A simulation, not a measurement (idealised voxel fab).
The following process module bears the name voxel self aligned contacts.
FYI the section here is cut, 195 nm wide, cells are 5 nm squares.
A cross-section in this document is a grid of square cells, and it is written down as bands, the top band listed before the ones below it; a band is made up of one or more rows of cells. What a band's entry tells you: where the top is and where the bottom is, as heights in nm, and after that what lies inside, material by material from left to right, each with its width in nm. Empty space is written as the word "blank", and a single material marked with the word "full width" occupies the band from edge to edge. Convention: height 0 is the level below which the wafer, as received, is all one material. The lowest band does not terminate at the bottom but continues downward, represented as "z 0 and below". Per-row width for "30 to 40": begins at first number (top row of band), ends at second number (bottom row), increment between rows held constant. Step note "all unchanged" = no cross-section cell changed. For the entry "Closed internal voids", the listed items are empty spaces with no open way to the top whose size is 8 cells or more; each item follows the pattern width x height at distance, where distance is from the left edge and all three are in nm. Post-settings text on a step line: simulator's own remark regarding the step. "overlay nm" on a masked step: distance the mask lay right of its planned place, negative for left.

[Planned step list for the process]
step 1: RECEIVE, material Si
step 2: OXIDIZE, depth nm 5
step 3: DIRECTIONAL_DEP, material polySi, thk nm 30
step 4: DIRECTIONAL_DEP, material SiN, thk nm 25
step 5: PATTERN, tone cover, mask id GATE, material resist, width nm 30, pitch nm 75, thk nm 15, overlay nm 0
step 6: DIRECTIONAL_ETCH, etch materials SiN, depth nm 25
step 7: DIRECTIONAL_ETCH, etch materials polySi, depth nm 30
step 8: STRIP, etch materials resist
step 9: CONFORMAL_DEP, material SiN, thk nm 10
step 10: DIRECTIONAL_ETCH, etch materials SiN, depth nm 10
step 11: FILL_DEP, material SiO2, thk nm 20
step 12: CMP, height nm 65
step 13: MASKED_ETCH, tone open, mask id CONTACT, width nm 55, etch materials SiO2, depth nm 70, overlay nm 0
step 14: CONFORMAL_DEP, material TiN, thk nm 5
step 15: FILL_DEP, material W, thk nm 5
step 16: CMP, height nm 65
step 17: CONFORMAL_DEP, material SiCN, thk nm 5

[Incoming wafer in cross-section (state: after step 1)]
  z 0 and below  Si full width
  Closed internal voids: none

[Cross-sectional view of the first of the two wafers upon completion of the module, processed in accordance with the plan]
  z 70 to 65  SiCN full width
  z 65 to 55  SiO2 70 nm, TiN 5 to 20 nm, W 45 to 15 nm, TiN 5 to 20 nm, SiO2 70 nm
  z 55 to 30  SiO2 35 nm, SiN 50 nm, TiN 5 nm, W 15 nm, TiN 5 nm, SiN 50 nm, SiO2 35 nm
  z 30 to 0  SiO2 35 nm, SiN 10 nm, polySi 30 nm, SiN 10 nm, TiN 5 nm, W 15 nm, TiN 5 nm, SiN 10 nm, polySi 30 nm, SiN 10 nm, SiO2 35 nm
  z 0 to -5  SiO2 85 nm, TiN 25 nm, SiO2 85 nm
  z -5 and below  Si full width
  Closed internal voids: none

[End-of-module cross-section of the second wafer: identical starting point and process plan to the first, with one processing mistake]
  z 70 to 65  SiCN full width
  z 65 to 60  SiO2 35 nm, SiN 50 nm, TiN 5 nm, W 15 nm, TiN 5 nm, SiN 50 nm, SiO2 35 nm
  z 60 to 35  SiO2 35 nm, SiN 10 nm, polySi 30 nm, SiN 10 nm, TiN 5 nm, W 15 nm, TiN 5 nm, SiN 10 nm, polySi 30 nm, SiN 10 nm, SiO2 35 nm
  z 35 to 30  SiO2 35 nm, SiN 10 nm, polySi 30 nm, SiN 10 nm, TiN 25 nm, SiN 10 nm, polySi 30 nm, SiN 10 nm, SiO2 35 nm
  z 30 to 0  polySi full width
  z 0 to -5  SiO2 full width
  z -5 and below  Si full width
  Closed internal voids: none
what went wrong: twice over, step 3 of the plan was run
End of process, cell counts, second wafer against first, materials with more or fewer: SiN: 80 fewer; SiO2: 107 fewer; TiN: 20 fewer; W: 27 fewer; polySi: 234 more
